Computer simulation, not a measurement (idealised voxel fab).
The name of this process module is voxel wiring stack.
195 nm wide, 5 nm square cells: that's cross-section cut.
If you're reading a cross-section in this doc, picture square cells in a grid; it comes to you as bands, top ones listed first down to the bottom, and a band can be one or more rows of cells. Look at the band entry: it leads with the top's height and the bottom's height in nm. Then it lists the materials left to right, with a width in nm for each. The word "throughout" on a single material says that material fills the band edge to edge. The word "blank" is empty space. All heights in this document are referenced to 0, defined as the level beneath which the wafer, as received, consists entirely of one material. The lowest band is not bounded below; it extends indefinitely downward and is written in the form "z 0 and below". A width such as "30->40" changes by the same amount from each row of cells to the next, from the band's top row to its bottom row. Step note "everything unchanged" = no cross-section cell changed. Any empty space of 8 cells or more lacking an open way to the top shows up in "Closed voids list" as width x height at distance, distance from the left edge, in nm. Formally, on a step line, whatever follows the settings is a remark that the simulator itself makes on the step. "overlay nm" on a masked step: distance the mask lay right of its planned place, negative for left.
Intended process steps
1,RECEIVE: material Si
2,CONFORMAL_DEP: material SiO2, thk nm 15
3,DIRECTIONAL_DEP: material TiN, thk nm 5
4,DIRECTIONAL_DEP: material Ru, thk nm 25
5,PATTERN: tone cover, mask id METAL_1, material resist, width nm 30, pitch nm 45, thk nm 20, overlay nm 0
6,DIRECTIONAL_ETCH: etch materials Ru, depth nm 25
7,DIRECTIONAL_ETCH: etch materials TiN, depth nm 5
8,STRIP: etch materials resist
9,CONFORMAL_DEP: material SiN, thk nm 5
10,FILL_DEP: material lowk, thk nm 10
11,CMP: height nm 45
12,CONFORMAL_DEP: material SiCN, thk nm 5
13,DIRECTIONAL_DEP: material lowk, thk nm 15
14,PATTERN: tone open, mask id PLUG_1, material resist, width nm 15, pitch nm 90, thk nm 15, overlay nm 0
15,DIRECTIONAL_ETCH: etch materials lowk, depth nm 15
16,DIRECTIONAL_ETCH: etch materials SiCN, depth nm 5
17,STRIP: etch materials resist
18,CONFORMAL_DEP: material TiN, thk nm 5
19,FILL_DEP: material Cu, thk nm 10
20,CMP: height nm 65
21,CONFORMAL_DEP: material SiCN, thk nm 5
22,DIRECTIONAL_DEP: material SiO2, thk nm 15
23,MASKED_ETCH: tone open, mask id METAL_2, width nm 30, pitch nm 45, etch materials SiO2, depth nm 15, overlay nm 0
24,MASKED_ETCH: tone open, mask id METAL_2, width nm 30, pitch nm 45, etch materials SiCN, depth nm 5, overlay nm 0
25,CONFORMAL_DEP: material TiN, thk nm 5
26,FILL_DEP: material W, thk nm 5
27,CMP: height nm 85
28,CONFORMAL_DEP: material SiCN, thk nm 5
29,DIRECTIONAL_DEP: material lowk, thk nm 35
30,PATTERN: tone open, mask id METAL_3, material resist, width nm 30, pitch nm 45, thk nm 15, overlay nm 0
31,DIRECTIONAL_ETCH: etch materials lowk, depth nm 20
32,STRIP: etch materials resist
33,PATTERN: tone open, mask id METAL_3_HOLES, material resist, width nm 15, pitch nm 90, thk nm 20, overlay nm 0
34,DIRECTIONAL_ETCH: etch materials lowk, depth nm 15
35,DIRECTIONAL_ETCH: etch materials SiCN, depth nm 5
36,STRIP: etch materials resist
37,CONFORMAL_DEP: material TiN, thk nm 5
38,FILL_DEP: material Cu, thk nm 10
39,CMP: height nm 125
40,CONFORMAL_DEP: material SiCN, thk nm 5
As received (post step 1): cross-section
    z 0 and below: Si throughout
    Closed voids list: none
End-of-module cross-section of the first of two wafers, processed as planned
    z 130 to 125: SiCN throughout
    z 125 to 110: lowk: 35, TiN: 5, Cu: 20, TiN: 5, lowk: 15, TiN: 5, Cu: 20, TiN: 5, lowk: 15, TiN: 5, Cu: 20, TiN: 5, lowk: 40
    z 110 to 105: lowk: 35, TiN: 5, Cu: 5, TiN: 20, lowk: 15, TiN: 30, lowk: 15, TiN: 5, Cu: 5, TiN: 20, lowk: 40
    z 105 to 90: lowk: 35, TiN: 5, Cu: 5, TiN: 5, lowk: 75, TiN: 5, Cu: 5, TiN: 5, lowk: 55
    z 90 to 85: SiCN: 35, TiN: 15, SiCN: 75, TiN: 15, SiCN: 55
    z 85 to 70: SiO2: 35, TiN: 5, W: 20, TiN: 5, SiO2: 15, TiN: 5, W: 20, TiN: 5, SiO2: 15, TiN: 5, W: 20, TiN: 5, SiO2: 40
    z 70 to 65: SiCN: 35, TiN: 30, SiCN: 15, TiN: 30, SiCN: 15, TiN: 30, SiCN: 40
    z 65 to 50: lowk: 35, TiN: 5, Cu: 5, TiN: 5, lowk: 75, TiN: 5, Cu: 5, TiN: 5, lowk: 55
    z 50 to 45: SiCN: 35, TiN: 15, SiCN: 75, TiN: 15, SiCN: 55
    z 45 to 20: lowk: 30, SiN: 5, Ru: 30, SiN: 5, lowk: 5, SiN: 5, Ru: 30, SiN: 5, lowk: 5, SiN: 5, Ru: 30, SiN: 5, lowk: 35
    z 20 to 15: SiN: 35, TiN: 30, SiN: 15, TiN: 30, SiN: 15, TiN: 30, SiN: 40
    z 15 to 0: SiO2 throughout
    z 0 and below: Si throughout
    Closed voids list: none
End-of-module cross-section of the second wafer: identical starting point and process plan to the first, with one processing mistake
    z 130 to 125: SiCN throughout
    z 125 to 110: lowk: 35, TiN: 5, Cu: 20, TiN: 5, lowk: 15, TiN: 5, Cu: 20, TiN: 5, lowk: 15, TiN: 5, Cu: 20, TiN: 5, lowk: 40
    z 110 to 105: lowk: 35, TiN: 5, Cu: 5, TiN: 20, lowk: 15, TiN: 30, lowk: 15, TiN: 5, Cu: 5, TiN: 20, lowk: 40
    z 105 to 90: lowk: 35, TiN: 5, Cu: 5, TiN: 5, lowk: 75, TiN: 5, Cu: 5, TiN: 5, lowk: 55
    z 90 to 85: SiCN: 35, TiN: 15, SiCN: 75, TiN: 15, SiCN: 55
    z 85 to 75: SiO2: 35, TiN: 5, W: 20, TiN: 5, SiO2: 15, TiN: 5, W: 20, TiN: 5, SiO2: 15, TiN: 5, W: 20, TiN: 5, SiO2: 40
    z 75 to 70: SiO2: 35, TiN: 10, W: 10, TiN: 10, SiO2: 15, TiN: 10, W: 10, TiN: 10, SiO2: 15, TiN: 10, W: 10, TiN: 10, SiO2: 40
    z 70 to 65: SiCN: 40, TiN: 20, SiCN: 25, TiN: 20, SiCN: 25, TiN: 20, SiCN: 45
    z 65 to 50: lowk: 35, TiN: 5, Cu: 5, TiN: 5, lowk: 75, TiN: 5, Cu: 5, TiN: 5, lowk: 55
    z 50 to 45: SiCN: 35, TiN: 15, SiCN: 75, TiN: 15, SiCN: 55
    z 45 to 20: lowk: 30, SiN: 5, Ru: 30, SiN: 5, lowk: 5, SiN: 5, Ru: 30, SiN: 5, lowk: 5, SiN: 5, Ru: 30, SiN: 5, lowk: 35
    z 20 to 15: SiN: 35, TiN: 30, SiN: 15, TiN: 30, SiN: 15, TiN: 30, SiN: 40
    z 15 to 0: SiO2 throughout
    z 0 and below: Si throughout
    Closed voids list: none
What was done differently from what was planned? so step 24 ended up running with a different setting than we planned, it ran as MASKED_ETCH: tone open, mask id METAL_2, width nm 20, pitch nm 45, etch materials SiCN, depth nm 5, overlay nm 0
Heads up, by the end the second wafer has more or fewer cells of some materials compared to the first: 6 more of SiCN; 6 fewer of W
